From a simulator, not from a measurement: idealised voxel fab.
Process module heading - voxel capacitor over wiring
The width of the displayed cross-section, cut, is 215 nm; its cells are square, with a size of 5 nm.
Square cells in a grid make up a cross-section in this document, and the grid is given as bands, listed from the top down, each one or more rows of cells.
Top height, bottom height, nm. Materials left to right, width each, nm. Single material + "throughout" = fills band edge to edge. "air" = empty.
Heights are expressed relative to 0, this being the level below which the as-received wafer comprises one material exclusively. The lowest band is unbounded in the downward direction and is denoted as in "0 nm and below".
When a width is written as two numbers, as in "30->40", the first number is the width in the top row of cells of the band and the second is the width in its bottom row, and the width changes by the same amount from each row to the next.
For the purposes of this document, the phrase "everything unchanged" attached to a step denotes that no cell within the cross-section was modified by that step.
"Non-vented voids" lists enclosed empty spaces (at least 8 cells, no open path upward to the top), each as width x height at distance from the left edge, in nm.
That trailing text on a step's line, after the settings, is the simulator's own remark on the step.
overlay nm: how far to the right of its planned place the mask lay on this masked step (negative: to the left).

The following list gives the planned process steps:
- 1: RECEIVE [material Si]
- 2: CONFORMAL_DEP [material SiO2] [thk nm 15]
- 3: CONFORMAL_DEP [material SiN] [thk nm 5]
- 4: DIRECTIONAL_DEP [material lowk] [thk nm 25]
- 5: DIRECTIONAL_DEP [material aC] [thk nm 10]
- 6: PATTERN [tone open] [mask id METAL_1] [material resist] [width nm 25] [pitch nm 75] [thk nm 30] [overlay nm 0]
- 7: DIRECTIONAL_ETCH [etch materials aC] [depth nm 10]
- 8: STRIP [etch materials resist]
- 9: DIRECTIONAL_ETCH [etch materials lowk] [depth nm 25]
- 10: DIRECTIONAL_ETCH [etch materials SiN] [depth nm 5]
- 11: STRIP [etch materials aC]
- 12: CONFORMAL_DEP [material TiN] [thk nm 5]
- 13: FILL_DEP [material W] [thk nm 10]
- 14: CMP [height nm 45]
- 15: EPI [material Ru] [thk nm 5]
- 16: FILL_DEP [material SiCN] [thk nm 5]
- 17: DIRECTIONAL_DEP [material SiO2] [thk nm 20]
- 18: PATTERN [tone open] [mask id PLUG_1] [material resist] [width nm 15] [thk nm 20] [overlay nm 0]
- 19: DIRECTIONAL_ETCH [etch materials SiO2] [depth nm 20]
- 20: DIRECTIONAL_ETCH [etch materials SiCN] [depth nm 5]
- 21: STRIP [etch materials resist]
- 22: CONFORMAL_DEP [material TiN] [thk nm 5]
- 23: FILL_DEP [material Cu] [thk nm 5]
- 24: CMP [height nm 75]
- 25: DIRECTIONAL_DEP [material TiN] [thk nm 10]
- 26: DIRECTIONAL_DEP [material HfO2] [thk nm 5]
- 27: DIRECTIONAL_DEP [material TiN] [thk nm 10]
- 28: MASKED_ETCH [tone cover] [mask id UPPER_PLATE] [width nm 55] [etch materials TiN] [depth nm 10] [overlay nm 0]
- 29: MASKED_ETCH [tone cover] [mask id UPPER_PLATE] [width nm 55] [etch materials HfO2] [depth nm 5] [overlay nm 0]
- 30: PATTERN [tone cover] [mask id LOWER_PLATE] [material resist] [width nm 65] [thk nm 20] [overlay nm 0]
- 31: DIRECTIONAL_ETCH [etch materials TiN] [depth nm 10]
- 32: STRIP [etch materials resist]
- 33: FILL_DEP [material SiO2] [thk nm 15]
- 34: CMP [height nm 110]
- 35: MASKED_ETCH [tone open] [mask id PLUG_2] [width nm 15] [etch materials SiO2] [depth nm 10] [overlay nm 0]
- 36: CONFORMAL_DEP [material TiN] [thk nm 5]
- 37: FILL_DEP [material Ru] [thk nm 10]
- 38: CMP [height nm 110]
- 39: CONFORMAL_DEP [material SiN] [thk nm 5]

Below: the first of two wafers, run as planned:

Received-state cross-section, reflecting completion of step 1:
0 nm and below: Si throughout
Non-vented voids: none

After step 2, in cross-section:
15 nm to 0 nm: SiO2 throughout
For the remainder of the cross-section, below 0, there is no change.

After step 3, in cross-section:
20 nm to 15 nm: SiN throughout
For the remainder of the cross-section, below 15, there is no change.

After step 4, in cross-section:
45 nm to 20 nm: lowk throughout
For the remainder of the cross-section, below 20, there is no change.

After step 5, in cross-section:
55 nm to 45 nm: aC throughout
For the remainder of the cross-section, below 45, there is no change.

After step 6, in cross-section:
85 nm to 55 nm: 55 of resist, 25 of air, 50 of resist, 25 of air, 60 of resist
For the remainder of the cross-section, below 55, there is no change.

After step 7, in cross-section:
75 nm to 55 nm: 55 of resist, 25 of air, 50 of resist, 25 of air, 60 of resist
55 nm to 45 nm: 55 of aC, 25 of air, 50 of aC, 25 of air, 60 of aC
For the remainder of the cross-section, below 45, there is no change.

After step 8, in cross-section:
55 nm to 45 nm: 55 of aC, 25 of air, 50 of aC, 25 of air, 60 of aC
For the remainder of the cross-section, below 45, there is no change.

After step 9, in cross-section:
55 nm to 45 nm: 55 of aC, 25 of air, 50 of aC, 25 of air, 60 of aC
45 nm to 20 nm: 55 of lowk, 25 of air, 50 of lowk, 25 of air, 60 of lowk
For the remainder of the cross-section, below 20, there is no change.

After step 10, in cross-section:
55 nm to 45 nm: 55 of aC, 25 of air, 50 of aC, 25 of air, 60 of aC
45 nm to 20 nm: 55 of lowk, 25 of air, 50 of lowk, 25 of air, 60 of lowk
20 nm to 15 nm: 55 of SiN, 25 of air, 50 of SiN, 25 of air, 60 of SiN
For the remainder of the cross-section, below 15, there is no change.

After step 11, in cross-section:
45 nm to 20 nm: 55 of lowk, 25 of air, 50 of lowk, 25 of air, 60 of lowk
For the remainder of the cross-section, below 20, there is no change.

After step 12, in cross-section:
50 nm to 45 nm: 60 of TiN, 15 of air, 60 of TiN, 15 of air, 65 of TiN
45 nm to 20 nm: 55 of lowk, 5 of TiN, 15 of air, 5 of TiN, 50 of lowk, 5 of TiN, 15 of air, 5 of TiN, 60 of lowk
20 nm to 15 nm: 55 of SiN, 25 of TiN, 50 of SiN, 25 of TiN, 60 of SiN
For the remainder of the cross-section, below 15, there is no change.

After step 13, in cross-section:
60 nm to 50 nm: W throughout
50 nm to 45 nm: 60 of TiN, 15 of W, 60 of TiN, 15 of W, 65 of TiN
45 nm to 20 nm: 55 of lowk, 5 of TiN, 15 of W, 5 of TiN, 50 of lowk, 5 of TiN, 15 of W, 5 of TiN, 60 of lowk
For the remainder of the cross-section, below 20, there is no change.

After step 14, in cross-section:
45 nm to 20 nm: 55 of lowk, 5 of TiN, 15 of W, 5 of TiN, 50 of lowk, 5 of TiN, 15 of W, 5 of TiN, 60 of lowk
For the remainder of the cross-section, below 20, there is no change.

After step 15, in cross-section:
50 nm to 45 nm: 50 of air, 35 of Ru, 40 of air, 35 of Ru, 55 of air
For the remainder of the cross-section, below 45, there is no change.

After step 16, in cross-section:
55 nm to 50 nm: SiCN throughout
50 nm to 45 nm: 50 of SiCN, 35 of Ru, 40 of SiCN, 35 of Ru, 55 of SiCN
For the remainder of the cross-section, below 45, there is no change.

After step 17, in cross-section:
75 nm to 55 nm: SiO2 throughout
For the remainder of the cross-section, below 55, there is no change.

After step 18, in cross-section:
95 nm to 75 nm: 65 of resist, 15 of air, 135 of resist
For the remainder of the cross-section, below 75, there is no change.

After step 19, in cross-section:
95 nm to 75 nm: 65 of resist, 15 of air, 135 of resist
75 nm to 55 nm: 65 of SiO2, 15 of air, 135 of SiO2
For the remainder of the cross-section, below 55, there is no change.

After step 20, in cross-section:
95 nm to 75 nm: 65 of resist, 15 of air, 135 of resist
75 nm to 55 nm: 65 of SiO2, 15 of air, 135 of SiO2
55 nm to 50 nm: 65 of SiCN, 15 of air, 135 of SiCN
For the remainder of the cross-section, below 50, there is no change.

After step 21, in cross-section:
75 nm to 55 nm: 65 of SiO2, 15 of air, 135 of SiO2
For the remainder of the cross-section, below 55, there is no change.

After step 22, in cross-section:
80 nm to 75 nm: 70 of TiN, 5 of air, 140 of TiN
75 nm to 55 nm: 65 of SiO2, 5 of TiN, 5 of air, 5 of TiN, 135 of SiO2
55 nm to 50 nm: 65 of SiCN, 15 of TiN, 135 of SiCN
For the remainder of the cross-section, below 50, there is no change.

After step 23, in cross-section:
85 nm to 80 nm: Cu throughout
80 nm to 75 nm: 70 of TiN, 5 of Cu, 140 of TiN
75 nm to 55 nm: 65 of SiO2, 5 of TiN, 5 of Cu, 5 of TiN, 135 of SiO2
For the remainder of the cross-section, below 55, there is no change.

After step 24, in cross-section:
75 nm to 55 nm: 65 of SiO2, 5 of TiN, 5 of Cu, 5 of TiN, 135 of SiO2
For the remainder of the cross-section, below 55, there is no change.

After step 25, in cross-section:
85 nm to 75 nm: TiN throughout
For the remainder of the cross-section, below 75, there is no change.

After step 26, in cross-section:
90 nm to 85 nm: HfO2 throughout
For the remainder of the cross-section, below 85, there is no change.

After step 27, in cross-section:
100 nm to 90 nm: TiN throughout
For the remainder of the cross-section, below 90, there is no change.

After step 28, in cross-section:
100 nm to 90 nm: 65 of air, 55 of TiN, 95 of air
For the remainder of the cross-section, below 90, there is no change.

After step 29, in cross-section:
100 nm to 90 nm: 65 of air, 55 of TiN, 95 of air
90 nm to 85 nm: 65 of air, 55 of HfO2, 95 of air
For the remainder of the cross-section, below 85, there is no change.

After step 30, in cross-section:
120 nm to 100 nm: 60 of air, 65 of resist, 90 of air
100 nm to 90 nm: 60 of air, 5 of resist, 55 of TiN, 5 of resist, 90 of air
90 nm to 85 nm: 60 of air, 5 of resist, 55 of HfO2, 5 of resist, 90 of air
For the remainder of the cross-section, below 85, there is no change.

After step 31, in cross-section:
120 nm to 100 nm: 60 of air, 65 of resist, 90 of air
100 nm to 90 nm: 60 of air, 5 of resist, 55 of TiN, 5 of resist, 90 of air
90 nm to 85 nm: 60 of air, 5 of resist, 55 of HfO2, 5 of resist, 90 of air
85 nm to 75 nm: 60 of air, 65 of TiN, 90 of air
For the remainder of the cross-section, below 75, there is no change.

After step 32, in cross-section:
100 nm to 90 nm: 65 of air, 55 of TiN, 95 of air
90 nm to 85 nm: 65 of air, 55 of HfO2, 95 of air
For the remainder of the cross-section, below 85, there is no change.

After step 33, in cross-section:
115 nm to 100 nm: SiO2 throughout
100 nm to 90 nm: 65 of SiO2, 55 of TiN, 95 of SiO2
90 nm to 85 nm: 65 of SiO2, 55 of HfO2, 95 of SiO2
85 nm to 75 nm: 60 of SiO2, 65 of TiN, 90 of SiO2
For the remainder of the cross-section, below 75, there is no change.

After step 34, in cross-section:
110 nm to 100 nm: SiO2 throughout
For the remainder of the cross-section, below 100, there is no change.

After step 35, in cross-section:
110 nm to 100 nm: 75 of SiO2, 15 of air, 125 of SiO2
For the remainder of the cross-section, below 100, there is no change.

After step 36, in cross-section:
115 nm to 110 nm: 80 of TiN, 5 of air, 130 of TiN
110 nm to 105 nm: 75 of SiO2, 5 of TiN, 5 of air, 5 of TiN, 125 of SiO2
105 nm to 100 nm: 75 of SiO2, 15 of TiN, 125 of SiO2
For the remainder of the cross-section, below 100, there is no change.

After step 37, in cross-section:
125 nm to 115 nm: Ru throughout
115 nm to 110 nm: 80 of TiN, 5 of Ru, 130 of TiN
110 nm to 105 nm: 75 of SiO2, 5 of TiN, 5 of Ru, 5 of TiN, 125 of SiO2
For the remainder of the cross-section, below 105, there is no change.

After step 38, in cross-section:
110 nm to 105 nm: 75 of SiO2, 5 of TiN, 5 of Ru, 5 of TiN, 125 of SiO2
For the remainder of the cross-section, below 105, there is no change.

After step 39, in cross-section:
115 nm to 110 nm: SiN throughout
For the remainder of the cross-section, below 110, there is no change.

Second Wafer (Identical Start and Plan, One Processing Error; Matches First Wafer Through Step 3):

Cross-section, second wafer, at the end time the plan gives for step 4:
45 nm to 20 nm: TiN throughout
For the remainder of the cross-section, below 20, there is no change.

Cross-section, second wafer, at the end time the plan gives for step 5:
55 nm to 45 nm: aC throughout
For the remainder of the cross-section, below 45, there is no change.

Cross-section, second wafer, at the end time the plan gives for step 6:
85 nm to 55 nm: 55 of resist, 25 of air, 50 of resist, 25 of air, 60 of resist
For the remainder of the cross-section, below 55, there is no change.

Cross-section, second wafer, at the end time the plan gives for step 7:
75 nm to 55 nm: 55 of resist, 25 of air, 50 of resist, 25 of air, 60 of resist
55 nm to 45 nm: 55 of aC, 25 of air, 50 of aC, 25 of air, 60 of aC
For the remainder of the cross-section, below 45, there is no change.

Cross-section, second wafer, at the end time the plan gives for step 8:
55 nm to 45 nm: 55 of aC, 25 of air, 50 of aC, 25 of air, 60 of aC
For the remainder of the cross-section, below 45, there is no change.

Cross-section, second wafer, at the end time the plan gives for step 9: everything unchanged

Cross-section, second wafer, at the end time the plan gives for step 10: everything unchanged

Cross-section, second wafer, at the end time the plan gives for step 11:
45 nm to 20 nm: TiN throughout
For the remainder of the cross-section, below 20, there is no change.

Cross-section, second wafer, at the end time the plan gives for step 12:
50 nm to 20 nm: TiN throughout
For the remainder of the cross-section, below 20, there is no change.

Cross-section, second wafer, at the end time the plan gives for step 13:
60 nm to 50 nm: W throughout
For the remainder of the cross-section, below 50, there is no change.

Cross-section, second wafer, at the end time the plan gives for step 14:
45 nm to 20 nm: TiN throughout
For the remainder of the cross-section, below 20, there is no change.

Cross-section, second wafer, at the end time the plan gives for step 15:
50 nm to 45 nm: Ru throughout
For the remainder of the cross-section, below 45, there is no change.

Cross-section, second wafer, at the end time the plan gives for step 16:
55 nm to 50 nm: SiCN throughout
For the remainder of the cross-section, below 50, there is no change.

Cross-section, second wafer, at the end time the plan gives for step 17:
75 nm to 55 nm: SiO2 throughout
For the remainder of the cross-section, below 55, there is no change.

Cross-section, second wafer, at the end time the plan gives for step 18:
95 nm to 75 nm: 65 of resist, 15 of air, 135 of resist
For the remainder of the cross-section, below 75, there is no change.

Cross-section, second wafer, at the end time the plan gives for step 19:
95 nm to 75 nm: 65 of resist, 15 of air, 135 of resist
75 nm to 55 nm: 65 of SiO2, 15 of air, 135 of SiO2
For the remainder of the cross-section, below 55, there is no change.

Cross-section, second wafer, at the end time the plan gives for step 20:
95 nm to 75 nm: 65 of resist, 15 of air, 135 of resist
75 nm to 55 nm: 65 of SiO2, 15 of air, 135 of SiO2
55 nm to 50 nm: 65 of SiCN, 15 of air, 135 of SiCN
For the remainder of the cross-section, below 50, there is no change.

Cross-section, second wafer, at the end time the plan gives for step 21:
75 nm to 55 nm: 65 of SiO2, 15 of air, 135 of SiO2
For the remainder of the cross-section, below 55, there is no change.

Cross-section, second wafer, at the end time the plan gives for step 22:
80 nm to 75 nm: 70 of TiN, 5 of air, 140 of TiN
75 nm to 55 nm: 65 of SiO2, 5 of TiN, 5 of air, 5 of TiN, 135 of SiO2
55 nm to 50 nm: 65 of SiCN, 15 of TiN, 135 of SiCN
For the remainder of the cross-section, below 50, there is no change.

Cross-section, second wafer, at the end time the plan gives for step 23:
85 nm to 80 nm: Cu throughout
80 nm to 75 nm: 70 of TiN, 5 of Cu, 140 of TiN
75 nm to 55 nm: 65 of SiO2, 5 of TiN, 5 of Cu, 5 of TiN, 135 of SiO2
For the remainder of the cross-section, below 55, there is no change.

Cross-section, second wafer, at the end time the plan gives for step 24:
75 nm to 55 nm: 65 of SiO2, 5 of TiN, 5 of Cu, 5 of TiN, 135 of SiO2
For the remainder of the cross-section, below 55, there is no change.

Cross-section, second wafer, at the end time the plan gives for step 25:
85 nm to 75 nm: TiN throughout
For the remainder of the cross-section, below 75, there is no change.

Cross-section, second wafer, at the end time the plan gives for step 26:
90 nm to 85 nm: HfO2 throughout
For the remainder of the cross-section, below 85, there is no change.

Cross-section, second wafer, at the end time the plan gives for step 27:
100 nm to 90 nm: TiN throughout
For the remainder of the cross-section, below 90, there is no change.

Cross-section, second wafer, at the end time the plan gives for step 28:
100 nm to 90 nm: 65 of air, 55 of TiN, 95 of air
For the remainder of the cross-section, below 90, there is no change.

Cross-section, second wafer, at the end time the plan gives for step 29:
100 nm to 90 nm: 65 of air, 55 of TiN, 95 of air
90 nm to 85 nm: 65 of air, 55 of HfO2, 95 of air
For the remainder of the cross-section, below 85, there is no change.

Cross-section, second wafer, at the end time the plan gives for step 30:
120 nm to 100 nm: 60 of air, 65 of resist, 90 of air
100 nm to 90 nm: 60 of air, 5 of resist, 55 of TiN, 5 of resist, 90 of air
90 nm to 85 nm: 60 of air, 5 of resist, 55 of HfO2, 5 of resist, 90 of air
For the remainder of the cross-section, below 85, there is no change.

Cross-section, second wafer, at the end time the plan gives for step 31:
120 nm to 100 nm: 60 of air, 65 of resist, 90 of air
100 nm to 90 nm: 60 of air, 5 of resist, 55 of TiN, 5 of resist, 90 of air
90 nm to 85 nm: 60 of air, 5 of resist, 55 of HfO2, 5 of resist, 90 of air
85 nm to 75 nm: 60 of air, 65 of TiN, 90 of air
For the remainder of the cross-section, below 75, there is no change.

Cross-section, second wafer, at the end time the plan gives for step 32:
100 nm to 90 nm: 65 of air, 55 of TiN, 95 of air
90 nm to 85 nm: 65 of air, 55 of HfO2, 95 of air
For the remainder of the cross-section, below 85, there is no change.

Cross-section, second wafer, at the end time the plan gives for step 33:
115 nm to 100 nm: SiO2 throughout
100 nm to 90 nm: 65 of SiO2, 55 of TiN, 95 of SiO2
90 nm to 85 nm: 65 of SiO2, 55 of HfO2, 95 of SiO2
85 nm to 75 nm: 60 of SiO2, 65 of TiN, 90 of SiO2
For the remainder of the cross-section, below 75, there is no change.

Cross-section, second wafer, at the end time the plan gives for step 34:
110 nm to 100 nm: SiO2 throughout
For the remainder of the cross-section, below 100, there is no change.

Cross-section, second wafer, at the end time the plan gives for step 35:
110 nm to 100 nm: 75 of SiO2, 15 of air, 125 of SiO2
For the remainder of the cross-section, below 100, there is no change.

Cross-section, second wafer, at the end time the plan gives for step 36:
115 nm to 110 nm: 80 of TiN, 5 of air, 130 of TiN
110 nm to 105 nm: 75 of SiO2, 5 of TiN, 5 of air, 5 of TiN, 125 of SiO2
105 nm to 100 nm: 75 of SiO2, 15 of TiN, 125 of SiO2
For the remainder of the cross-section, below 100, there is no change.

Cross-section, second wafer, at the end time the plan gives for step 37:
125 nm to 115 nm: Ru throughout
115 nm to 110 nm: 80 of TiN, 5 of Ru, 130 of TiN
110 nm to 105 nm: 75 of SiO2, 5 of TiN, 5 of Ru, 5 of TiN, 125 of SiO2
For the remainder of the cross-section, below 105, there is no change.

Cross-section, second wafer, at the end time the plan gives for step 38:
110 nm to 105 nm: 75 of SiO2, 5 of TiN, 5 of Ru, 5 of TiN, 125 of SiO2
For the remainder of the cross-section, below 105, there is no change.

Cross-section, second wafer, at the end time the plan gives for step 39:
115 nm to 110 nm: SiN throughout
For the remainder of the cross-section, below 110, there is no change.
It is concluded that the wafer was processed incorrectly with respect to the plan, in that off-plan run, step 4, actual operation and settings DIRECTIONAL_DEP [material TiN] [thk nm 25]
Final comparison by cell count, materials where the second wafer has more or fewer than the first: 29 more of Ru; 29 fewer of SiCN; 10 more of SiN; 185 more of TiN; 30 fewer of W; 165 fewer of lowk
